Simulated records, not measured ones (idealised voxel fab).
process module | voxel lift off
cross-section cut | 240 nm wide | cells 5 nm
A cross-section is a grid of square cells, given in bands from the top down. A band is one or more rows of cells.
Each band's line starts with the height of the band's top and of its bottom, in nm. Then come its materials from left to right, each with its width in nm. One material with "throughout" fills the band from edge to edge. "air" is empty space.
Height 0 is the level under which the wafer as received is all one material. The lowest band goes on downwards, as in "0 down".
A width such as "30 to 40" changes by the same amount from each row of cells to the next, from the band's top row to its bottom row.
"no change" after a step means that no cell of the cross-section changed.
closed voids: empty space of 8 cells or more with no open way to the top, each as width x height at its distance from the left edge, in nm
after a step's settings: what the simulator itself notes on the step
overlay nm, on a step with a mask: how far to the right of its planned place the mask lay; to the left if negative
plan
1 op RECEIVE | material Si
2 op CONFORMAL_DEP | material Al2O3 | thk nm 5
3 op PATTERN | tone open | mask id LINES | material resist | width nm 25 | pitch nm 55 | thk nm 20 | overlay nm 0
4 op DIRECTIONAL_DEP | material Ru | thk nm 5
5 op STRIP | etch materials resist
6 op CONFORMAL_DEP | material SiN | thk nm 10
first wafer, as planned
as received, after step 1
  0 down: Si throughout
  closed voids: none
after step 2
  5 to 0: Al2O3 throughout
  below 0: unchanged
after step 3
  25 to 5: resist 80 | air 25 | resist 30 | air 25 | resist 80
  below 5: unchanged
after step 4
  30 to 25: Ru 80 | air 25 | Ru 30 | air 25 | Ru 80
  25 to 10: resist 80 | air 25 | resist 30 | air 25 | resist 80
  10 to 5: resist 80 | Ru 25 | resist 30 | Ru 25 | resist 80
  below 5: unchanged
after step 5
  10 to 5: air 80 | Ru 25 | air 30 | Ru 25 | air 80
  below 5: unchanged
after step 6
  20 to 15: air 70 | SiN 45 | air 10 | SiN 45 | air 70
  15 to 10: SiN throughout
  10 to 5: SiN 80 | Ru 25 | SiN 30 | Ru 25 | SiN 80
  below 5: unchanged
second wafer: like start, like plan, one mistake. Through step 5 it matches the first wafer
when step 6 should have ended
  15 to 10: air 75 | SiN 35 | air 20 | SiN 35 | air 75
  10 to 5: SiN 80 | Ru 25 | SiN 30 | Ru 25 | SiN 80
  below 5: unchanged
what went wrong: step 6 ran as: op CONFORMAL_DEP | material SiN | thk nm 5
at the end the second wafer has, in cells: 52 fewer of SiN
